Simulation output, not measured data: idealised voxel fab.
The process module presented herein is designated voxel gate over fins.
Xsec cut, 290 nm wide, square cell size 5 nm.
Reading order for cross-sections: top band down to bottom band. Underlying form: a grid of square cells. Band size: one or more rows of cells. Band: top height; bottom height; in nm. Then, left to right: material with width in nm, for each material. "throughout": a single material spanning edge to edge. "empty": empty space. The reference from which all heights are counted is 0, the level beneath which the as-received wafer is entirely one material; the lowest band, having no lower bound, proceeds downward and is written after the example "0 nm and below". Width spec "30->40" -> top row of cells at first value, bottom row at second value, equal per-row change in between. Any step labelled "stayed the same" changed none of the cells in the cross-section. The list in "Closed void register" covers empty spaces of 8 cells or more that cannot reach the top through any open way, and it gives each as width x height at distance; the distance is from the left edge, and width, height and distance are in nm. The remark found on a step's line after its settings is issued by the simulator itself and pertains to that step. The optional step-line setting "overlay nm" applies to steps with a mask and quantifies how far to the right of its planned location the mask lay, a negative value indicating leftward placement.
**Here's what the planned process steps look like**
step 1: RECEIVE: material Si
step 2: CONFORMAL_DEP: material SiN, thk nm 5
step 3: DIRECTIONAL_DEP: material aC, thk nm 15
step 4: PATTERN: tone cover, mask id FINS, material resist, width nm 15, pitch nm 60, thk nm 35, overlay nm 0
step 5: DIRECTIONAL_ETCH: etch materials aC, depth nm 15
step 6: STRIP: etch materials resist
step 7: DIRECTIONAL_ETCH: etch materials SiN, depth nm 5
step 8: DIRECTIONAL_ETCH: etch materials Si, depth nm 40
step 9: STRIP: etch materials aC
step 10: FILL_DEP: material SiO2, thk nm 15
step 11: CMP: height nm 5
step 12: PATTERN: tone open, mask id RAIL, material resist, width nm 15, thk nm 15, overlay nm 0
step 13: DIRECTIONAL_ETCH: etch materials SiO2, depth nm 40
step 14: STRIP: etch materials resist
step 15: CONFORMAL_DEP: material TiN, thk nm 5
step 16: FILL_DEP: material W, thk nm 5
step 17: CMP: height nm 5
step 18: SELECTIVE_ETCH: etch materials W Ru TiN, depth nm 20
step 19: FILL_DEP: material SiO2, thk nm 5
step 20: CMP: height nm 5
step 21: SELECTIVE_ETCH: etch materials SiO2, depth nm 15
step 22: STRIP: etch materials SiN
step 23: CONFORMAL_DEP: material HfO2, thk nm 5
step 24: CONFORMAL_DEP: material TiN, thk nm 5
step 25: FILL_DEP: material W, thk nm 15
step 26: CMP: height nm 20
step 27: CONFORMAL_DEP: material SiCN, thk nm 10
**First wafer out of two, processed as planned**
**So this is the incoming wafer in cross-section - it's already been through step 1**
* 0 nm and below  Si throughout
* Closed void register: none
**Cross-section: wafer state after step 2**
* 5 nm to 0 nm  SiN throughout
* Below 0, no change.
**Cross-section: wafer state after step 3**
* 20 nm to 5 nm  aC throughout
* Below 5, no change.
**Cross-section: wafer state after step 4**
* 55 nm to 20 nm  empty: 45  resist: 15  empty: 45  resist: 15  empty: 45  resist: 15  empty: 45  resist: 15  empty: 50
* Below 20, no change.
**Cross-section: wafer state after step 5**
* 40 nm to 20 nm  empty: 45  resist: 15  empty: 45  resist: 15  empty: 45  resist: 15  empty: 45  resist: 15  empty: 50
* 20 nm to 5 nm  empty: 45  aC: 15  empty: 45  aC: 15  empty: 45  aC: 15  empty: 45  aC: 15  empty: 50
* Below 5, no change.
**Cross-section: wafer state after step 6**
* 20 nm to 5 nm  empty: 45  aC: 15  empty: 45  aC: 15  empty: 45  aC: 15  empty: 45  aC: 15  empty: 50
* Below 5, no change.
**Cross-section: wafer state after step 7**
* 20 nm to 5 nm  empty: 45  aC: 15  empty: 45  aC: 15  empty: 45  aC: 15  empty: 45  aC: 15  empty: 50
* 5 nm to 0 nm  empty: 45  SiN: 15  empty: 45  SiN: 15  empty: 45  SiN: 15  empty: 45  SiN: 15  empty: 50
* Below 0, no change.
**Cross-section: wafer state after step 8**
* 20 nm to 5 nm  empty: 45  aC: 15  empty: 45  aC: 15  empty: 45  aC: 15  empty: 45  aC: 15  empty: 50
* 5 nm to 0 nm  empty: 45  SiN: 15  empty: 45  SiN: 15  empty: 45  SiN: 15  empty: 45  SiN: 15  empty: 50
* 0 nm to -40 nm  empty: 45  Si: 15  empty: 45  Si: 15  empty: 45  Si: 15  empty: 45  Si: 15  empty: 50
* Below -40, no change.
**Cross-section: wafer state after step 9**
* 5 nm to 0 nm  empty: 45  SiN: 15  empty: 45  SiN: 15  empty: 45  SiN: 15  empty: 45  SiN: 15  empty: 50
* Below 0, no change.
**Cross-section: wafer state after step 10**
* 20 nm to 5 nm  SiO2 throughout
* 5 nm to 0 nm  SiO2: 45  SiN: 15  SiO2: 45  SiN: 15  SiO2: 45  SiN: 15  SiO2: 45  SiN: 15  SiO2: 50
* 0 nm to -40 nm  SiO2: 45  Si: 15  SiO2: 45  Si: 15  SiO2: 45  Si: 15  SiO2: 45  Si: 15  SiO2: 50
* Below -40, no change.
**Cross-section: wafer state after step 11**
* 5 nm to 0 nm  SiO2: 45  SiN: 15  SiO2: 45  SiN: 15  SiO2: 45  SiN: 15  SiO2: 45  SiN: 15  SiO2: 50
* Below 0, no change.
**Cross-section: wafer state after step 12**
* 20 nm to 5 nm  resist: 75  empty: 15  resist: 200
* Below 5, no change.
**Cross-section: wafer state after step 13**
* 20 nm to 5 nm  resist: 75  empty: 15  resist: 200
* 5 nm to 0 nm  SiO2: 45  SiN: 15  SiO2: 15  empty: 15  SiO2: 15  SiN: 15  SiO2: 45  SiN: 15  SiO2: 45  SiN: 15  SiO2: 50
* 0 nm to -35 nm  SiO2: 45  Si: 15  SiO2: 15  empty: 15  SiO2: 15  Si: 15  SiO2: 45  Si: 15  SiO2: 45  Si: 15  SiO2: 50
* Below -35, no change.
**Cross-section: wafer state after step 14**
* 5 nm to 0 nm  SiO2: 45  SiN: 15  SiO2: 15  empty: 15  SiO2: 15  SiN: 15  SiO2: 45  SiN: 15  SiO2: 45  SiN: 15  SiO2: 50
* Below 0, no change.
**Cross-section: wafer state after step 15**
* 10 nm to 5 nm  TiN: 80  empty: 5  TiN: 205
* 5 nm to 0 nm  SiO2: 45  SiN: 15  SiO2: 15  TiN: 5  empty: 5  TiN: 5  SiO2: 15  SiN: 15  SiO2: 45  SiN: 15  SiO2: 45  SiN: 15  SiO2: 50
* 0 nm to -30 nm  SiO2: 45  Si: 15  SiO2: 15  TiN: 5  empty: 5  TiN: 5  SiO2: 15  Si: 15  SiO2: 45  Si: 15  SiO2: 45  Si: 15  SiO2: 50
* -30 nm to -35 nm  SiO2: 45  Si: 15  SiO2: 15  TiN: 15  SiO2: 15  Si: 15  SiO2: 45  Si: 15  SiO2: 45  Si: 15  SiO2: 50
* Below -35, no change.
**Cross-section: wafer state after step 16**
* 15 nm to 10 nm  W throughout
* 10 nm to 5 nm  TiN: 80  W: 5  TiN: 205
* 5 nm to 0 nm  SiO2: 45  SiN: 15  SiO2: 15  TiN: 5  W: 5  TiN: 5  SiO2: 15  SiN: 15  SiO2: 45  SiN: 15  SiO2: 45  SiN: 15  SiO2: 50
* 0 nm to -30 nm  SiO2: 45  Si: 15  SiO2: 15  TiN: 5  W: 5  TiN: 5  SiO2: 15  Si: 15  SiO2: 45  Si: 15  SiO2: 45  Si: 15  SiO2: 50
* Below -30, no change.
**Cross-section: wafer state after step 17**
* 5 nm to 0 nm  SiO2: 45  SiN: 15  SiO2: 15  TiN: 5  W: 5  TiN: 5  SiO2: 15  SiN: 15  SiO2: 45  SiN: 15  SiO2: 45  SiN: 15  SiO2: 50
* Below 0, no change.
**Cross-section: wafer state after step 18**
* 5 nm to 0 nm  SiO2: 45  SiN: 15  SiO2: 15  empty: 15  SiO2: 15  SiN: 15  SiO2: 45  SiN: 15  SiO2: 45  SiN: 15  SiO2: 50
* 0 nm to -15 nm  SiO2: 45  Si: 15  SiO2: 15  empty: 15  SiO2: 15  Si: 15  SiO2: 45  Si: 15  SiO2: 45  Si: 15  SiO2: 50
* Below -15, no change.
**Cross-section: wafer state after step 19**
* 10 nm to 5 nm  SiO2 throughout
* 5 nm to 0 nm  SiO2: 45  SiN: 15  SiO2: 45  SiN: 15  SiO2: 45  SiN: 15  SiO2: 45  SiN: 15  SiO2: 50
* 0 nm to -15 nm  SiO2: 45  Si: 15  SiO2: 45  Si: 15  SiO2: 45  Si: 15  SiO2: 45  Si: 15  SiO2: 50
* Below -15, no change.
**Cross-section: wafer state after step 20**
* 5 nm to 0 nm  SiO2: 45  SiN: 15  SiO2: 45  SiN: 15  SiO2: 45  SiN: 15  SiO2: 45  SiN: 15  SiO2: 50
* Below 0, no change.
**Cross-section: wafer state after step 21**
* 5 nm to 0 nm  empty: 45  SiN: 15  empty: 45  SiN: 15  empty: 45  SiN: 15  empty: 45  SiN: 15  empty: 50
* 0 nm to -10 nm  empty: 45  Si: 15  empty: 45  Si: 15  empty: 45  Si: 15  empty: 45  Si: 15  empty: 50
* Below -10, no change.
**Cross-section: wafer state after step 22**
* 0 nm to -10 nm  empty: 45  Si: 15  empty: 45  Si: 15  empty: 45  Si: 15  empty: 45  Si: 15  empty: 50
* Below -10, no change.
**Cross-section: wafer state after step 23**
* 5 nm to 0 nm  empty: 40  HfO2: 25  empty: 35  HfO2: 25  empty: 35  HfO2: 25  empty: 35  HfO2: 25  empty: 45
* 0 nm to -5 nm  empty: 40  HfO2: 5  Si: 15  HfO2: 5  empty: 35  HfO2: 5  Si: 15  HfO2: 5  empty: 35  HfO2: 5  Si: 15  HfO2: 5  empty: 35  HfO2: 5  Si: 15  HfO2: 5  empty: 45
* -5 nm to -10 nm  HfO2: 45  Si: 15  HfO2: 45  Si: 15  HfO2: 45  Si: 15  HfO2: 45  Si: 15  HfO2: 50
* Below -10, no change.
**Cross-section: wafer state after step 24**
* 10 nm to 5 nm  empty: 35  TiN: 35  empty: 25  TiN: 35  empty: 25  TiN: 35  empty: 25  TiN: 35  empty: 40
* 5 nm to 0 nm  empty: 35  TiN: 5  HfO2: 25  TiN: 5  empty: 25  TiN: 5  HfO2: 25  TiN: 5  empty: 25  TiN: 5  HfO2: 25  TiN: 5  empty: 25  TiN: 5  HfO2: 25  TiN: 5  empty: 40
* 0 nm to -5 nm  TiN: 40  HfO2: 5  Si: 15  HfO2: 5  TiN: 35  HfO2: 5  Si: 15  HfO2: 5  TiN: 35  HfO2: 5  Si: 15  HfO2: 5  TiN: 35  HfO2: 5  Si: 15  HfO2: 5  TiN: 45
* Below -5, no change.
**Cross-section: wafer state after step 25**
* 25 nm to 10 nm  W throughout
* 10 nm to 5 nm  W: 35  TiN: 35  W: 25  TiN: 35  W: 25  TiN: 35  W: 25  TiN: 35  W: 40
* 5 nm to 0 nm  W: 35  TiN: 5  HfO2: 25  TiN: 5  W: 25  TiN: 5  HfO2: 25  TiN: 5  W: 25  TiN: 5  HfO2: 25  TiN: 5  W: 25  TiN: 5  HfO2: 25  TiN: 5  W: 40
* Below 0, no change.
**Cross-section: wafer state after step 26**
* 20 nm to 10 nm  W throughout
* Below 10, no change.
**Cross-section: wafer state after step 27**
* 30 nm to 20 nm  SiCN throughout
* Below 20, no change.
**For the second wafer, take the first wafer's start and plan, then add one mistake made in running it; everything through step 20, that step included, is shared with the first**
**Cross-section of the second wafer at the time step 21 of the plan should have ended**
* 5 nm to 0 nm  SiO2: 45  empty: 15  SiO2: 45  empty: 15  SiO2: 45  empty: 15  SiO2: 45  empty: 15  SiO2: 50
* Below 0, no change.
**Cross-section of the second wafer at the time step 22 of the plan should have ended**
* 0 nm to -10 nm  empty: 45  Si: 15  empty: 45  Si: 15  empty: 45  Si: 15  empty: 45  Si: 15  empty: 50
* -10 nm to -15 nm  SiO2: 30  empty: 15  Si: 15  empty: 15  SiO2: 15  empty: 15  Si: 15  empty: 15  SiO2: 15  empty: 15  Si: 15  empty: 15  SiO2: 15  empty: 15  Si: 15  empty: 15  SiO2: 35
* Below -15, no change.
**Cross-section of the second wafer at the time step 23 of the plan should have ended**
* 5 nm to 0 nm  empty: 40  HfO2: 25  empty: 35  HfO2: 25  empty: 35  HfO2: 25  empty: 35  HfO2: 25  empty: 45
* 0 nm to -5 nm  empty: 40  HfO2: 5  Si: 15  HfO2: 5  empty: 35  HfO2: 5  Si: 15  HfO2: 5  empty: 35  HfO2: 5  Si: 15  HfO2: 5  empty: 35  HfO2: 5  Si: 15  HfO2: 5  empty: 45
* -5 nm to -10 nm  HfO2: 35  empty: 5  HfO2: 5  Si: 15  HfO2: 5  empty: 5  HfO2: 25  empty: 5  HfO2: 5  Si: 15  HfO2: 5  empty: 5  HfO2: 25  empty: 5  HfO2: 5  Si: 15  HfO2: 5  empty: 5  HfO2: 25  empty: 5  HfO2: 5  Si: 15  HfO2: 5  empty: 5  HfO2: 40
* -10 nm to -15 nm  SiO2: 30  HfO2: 15  Si: 15  HfO2: 15  SiO2: 15  HfO2: 15  Si: 15  HfO2: 15  SiO2: 15  HfO2: 15  Si: 15  HfO2: 15  SiO2: 15  HfO2: 15  Si: 15  HfO2: 15  SiO2: 35
* Below -15, no change.
**Cross-section of the second wafer at the time step 24 of the plan should have ended**
* 10 nm to 5 nm  empty: 35  TiN: 35  empty: 25  TiN: 35  empty: 25  TiN: 35  empty: 25  TiN: 35  empty: 40
* 5 nm to 0 nm  empty: 35  TiN: 5  HfO2: 25  TiN: 5  empty: 25  TiN: 5  HfO2: 25  TiN: 5  empty: 25  TiN: 5  HfO2: 25  TiN: 5  empty: 25  TiN: 5  HfO2: 25  TiN: 5  empty: 40
* 0 nm to -5 nm  TiN: 40  HfO2: 5  Si: 15  HfO2: 5  TiN: 35  HfO2: 5  Si: 15  HfO2: 5  TiN: 35  HfO2: 5  Si: 15  HfO2: 5  TiN: 35  HfO2: 5  Si: 15  HfO2: 5  TiN: 45
* -5 nm to -10 nm  HfO2: 35  TiN: 5  HfO2: 5  Si: 15  HfO2: 5  TiN: 5  HfO2: 25  TiN: 5  HfO2: 5  Si: 15  HfO2: 5  TiN: 5  HfO2: 25  TiN: 5  HfO2: 5  Si: 15  HfO2: 5  TiN: 5  HfO2: 25  TiN: 5  HfO2: 5  Si: 15  HfO2: 5  TiN: 5  HfO2: 40
* Below -10, no change.
**Cross-section of the second wafer at the time step 25 of the plan should have ended**
* 25 nm to 10 nm  W throughout
* 10 nm to 5 nm  W: 35  TiN: 35  W: 25  TiN: 35  W: 25  TiN: 35  W: 25  TiN: 35  W: 40
* 5 nm to 0 nm  W: 35  TiN: 5  HfO2: 25  TiN: 5  W: 25  TiN: 5  HfO2: 25  TiN: 5  W: 25  TiN: 5  HfO2: 25  TiN: 5  W: 25  TiN: 5  HfO2: 25  TiN: 5  W: 40
* Below 0, no change.
**Cross-section of the second wafer at the time step 26 of the plan should have ended**
* 20 nm to 10 nm  W throughout
* Below 10, no change.
**Cross-section of the second wafer at the time step 27 of the plan should have ended**
* 30 nm to 20 nm  SiCN throughout
* Below 20, no change.
Want to know what went wrong? the intended sequence of steps 21 and 22 was reversed during processing, with each occupying the position of the other
The closing comparison, in cells, has the second wafer with more or fewer of some materials than the first: 16 more of HfO2; 24 fewer of SiO2; 8 more of TiN
